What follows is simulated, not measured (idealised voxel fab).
Process module heading - voxel transistor to metal
Displayed cross-section: cut, width of 150 nm, square cells sized 5 nm.
In what follows, cross-sections appear as grids of square cells, described through bands that run from the top down, where every band is one or more rows of cells. First you get the band's top height and its bottom height, in nm, and then the materials it's made of, left to right, with each width in nm. If you see a single material with "full width", that one covers the band edge to edge. "air" is empty space. Ref level 0: as-received wafer is one material below here. Bottom band extends down with no lower bound ("0 and below"). Width "30->40": first value at the band's top row of cells, second value at its bottom row, equal change from row to row. A step reported as "no alterations made" is a step in which no cell of the cross-section changed. "Sealed voids" lists enclosed empty spaces (at least 8 cells, no open path upward to the top), each as width x height at distance from the left edge, in nm. after a step's settings: what the simulator itself notes on the step. overlay nm: step with mask; distance mask lay right of planned place; negative value = left of planned place.
[Steps in the process plan]
1) RECEIVE with material Si
2) OXIDIZE with depth nm 5
3) CONFORMAL_DEP with material SiN, thk nm 15
4) DIRECTIONAL_DEP with material aC, thk nm 15
5) PATTERN with tone cover, mask id ACTIVE, material resist, width nm 95, thk nm 30, overlay nm 0
6) DIRECTIONAL_ETCH with etch materials aC, depth nm 15
7) STRIP with etch materials resist
8) DIRECTIONAL_ETCH with etch materials SiN, depth nm 15
9) DIRECTIONAL_ETCH with etch materials SiO2, depth nm 5
10) DIRECTIONAL_ETCH with etch materials Si, depth nm 35
11) STRIP with etch materials aC
12) OXIDIZE with depth nm 5
13) FILL_DEP with material SiO2, thk nm 5
14) CMP with height nm 15
15) SELECTIVE_ETCH with etch materials SiO2, depth nm 5
16) STRIP with etch materials SiN
17) SELECTIVE_ETCH with etch materials SiO2, depth nm 5
18) OXIDIZE with depth nm 5
19) DIRECTIONAL_DEP with material polySi, thk nm 25
20) DIRECTIONAL_DEP with material SiCN, thk nm 15
21) DIRECTIONAL_DEP with material aC, thk nm 10
22) PATTERN with tone cover, mask id GATE, material resist, width nm 15, thk nm 30, overlay nm 0
23) DIRECTIONAL_ETCH with etch materials aC, depth nm 10
24) STRIP with etch materials resist
25) DIRECTIONAL_ETCH with etch materials SiCN, depth nm 25
26) DIRECTIONAL_ETCH with etch materials polySi, depth nm 35
27) STRIP with etch materials aC
28) CONFORMAL_DEP with material SiO2, thk nm 5
29) DIRECTIONAL_ETCH with etch materials SiO2, depth nm 5
30) CONFORMAL_DEP with material SiN, thk nm 10
31) DIRECTIONAL_ETCH with etch materials SiN, depth nm 10
32) DIRECTIONAL_ETCH with etch materials SiO2, depth nm 5
33) EPI with material SiGe, thk nm 5
34) FILL_DEP with material SiO2, thk nm 10
35) CMP with height nm 35
36) DIRECTIONAL_DEP with material SiO2, thk nm 15
37) MASKED_ETCH with tone open, mask id CONTACT, width nm 30, pitch nm 55, etch materials SiO2, depth nm 55, overlay nm 0
38) CONFORMAL_DEP with material TiN, thk nm 5
39) FILL_DEP with material W, thk nm 5
40) CMP with height nm 50
41) CONFORMAL_DEP with material SiN, thk nm 5
42) DIRECTIONAL_DEP with material lowk, thk nm 15
43) MASKED_ETCH with tone open, mask id METAL_1, width nm 15, pitch nm 70, etch materials lowk, depth nm 15, overlay nm 0
44) MASKED_ETCH with tone open, mask id METAL_1, width nm 15, pitch nm 70, etch materials SiN, depth nm 5, overlay nm 0
45) CONFORMAL_DEP with material TiN, thk nm 5
46) FILL_DEP with material Cu, thk nm 5
47) CMP with height nm 70
48) CONFORMAL_DEP with material SiCN, thk nm 5
[Step 1 complete: cross-section of the wafer as received]
    0 and below: Si full width
    Sealed voids: none
[End-of-module cross-section of the first of two wafers, processed as planned]
    75 down to 70: SiCN full width
    70 down to 55: lowk: 30; TiN: 5; Cu: 5; TiN: 5; lowk: 55; TiN: 5; Cu: 5; TiN: 5; lowk: 35
    55 down to 50: SiN: 30; TiN: 15; SiN: 55; TiN: 15; SiN: 35
    50 down to 40: SiO2: 30; TiN: 5; W: 20; TiN: 5; SiO2: 25; TiN: 5; W: 20; TiN: 5; SiO2: 35
    40 down to 35: SiO2: 30; TiN: 5; W: 10; TiN: 15; SiO2: 25; TiN: 15; W: 10; TiN: 5; SiO2: 35
    35 down to 20: SiO2: 30; TiN: 5; W: 10; TiN: 5; SiN: 10; SiO2: 5; SiCN: 15; SiO2: 5; SiN: 10; TiN: 5; W: 10; TiN: 5; SiO2: 35
    20 down to 10: SiO2: 30; TiN: 5; W: 10; TiN: 5; SiN: 10; SiO2: 5; polySi: 15; SiO2: 5; SiN: 10; TiN: 5; W: 10; TiN: 5; SiO2: 35
    10 down to 5: SiO2: 30; TiN: 10; W: 5; TiN: 5; SiN: 10; SiO2: 5; polySi: 15; SiO2: 5; SiN: 10; TiN: 5; W: 5; TiN: 10; SiO2: 35
    5 down to 0: SiO2: 25; SiN: 10; TiN: 5; W: 5; TiN: 5; SiN: 10; SiO2: 5; polySi: 15; SiO2: 5; SiN: 10; TiN: 5; W: 5; TiN: 5; SiN: 10; SiO2: 30
    0 down to -5: SiO2: 25; SiN: 10; TiN: 15; SiN: 10; SiO2: 5; polySi: 15; SiO2: 5; SiN: 10; TiN: 15; SiN: 10; SiO2: 30
    -5 down to -10: SiO2: 35; SiGe: 15; SiO2: 45; SiGe: 15; SiO2: 40
    -10 down to -45: SiO2: 30; Si: 85; SiO2: 35
    -45 and below: Si full width
    Sealed voids: none
[Same start, same plan as the first wafer - but one mistake in the run. Cross-section of the second of the two at the end of the module]
    75 down to 70: SiCN full width
    70 down to 55: lowk: 30; TiN: 5; Cu: 5; TiN: 5; lowk: 55; TiN: 5; Cu: 5; TiN: 5; lowk: 35
    55 down to 50: SiN: 30; TiN: 15; SiN: 55; TiN: 15; SiN: 35
    50 down to 40: SiO2: 30; TiN: 5; W: 20; TiN: 5; SiO2: 25; TiN: 5; W: 20; TiN: 5; SiO2: 35
    40 down to 35: SiO2: 30; TiN: 5; W: 10; TiN: 15; SiO2: 25; TiN: 15; W: 10; TiN: 5; SiO2: 35
    35 down to 20: SiO2: 30; TiN: 5; W: 10; TiN: 5; SiN: 10; SiO2: 5; SiCN: 15; SiO2: 5; SiN: 10; TiN: 5; W: 10; TiN: 5; SiO2: 35
    20 down to 5: SiO2: 30; TiN: 5; W: 10; TiN: 5; SiN: 10; SiO2: 5; polySi: 15; SiO2: 5; SiN: 10; TiN: 5; W: 10; TiN: 5; SiO2: 35
    5 down to 0: SiO2: 20; SiN: 10; TiN: 5; W: 10; TiN: 5; SiN: 10; SiO2: 5; polySi: 15; SiO2: 5; SiN: 10; TiN: 5; W: 10; TiN: 5; SiN: 10; SiO2: 25
    0 down to -5: SiO2: 20; SiN: 10; TiN: 20; SiN: 10; SiO2: 5; polySi: 15; SiO2: 5; SiN: 10; TiN: 20; SiN: 10; SiO2: 25
    -5 down to -10: SiO2: 20; SiN: 5; SiO2: 5; SiGe: 20; SiO2: 45; SiGe: 20; SiO2: 5; SiN: 5; SiO2: 25
    -10 down to -15: SiO2: 35; Si: 75; SiO2: 40
    -15 down to -45: SiO2: 30; Si: 85; SiO2: 35
    -45 and below: Si full width
    Sealed voids: none
What went wrong in running the wafer? steps 15 and 16: order swapped relative to plan
Cell-count delta at end, second wafer over first, by material: 2 fewer of Si, 2 more of SiGe, 2 more of SiN, 6 fewer of SiO2, 4 more of W
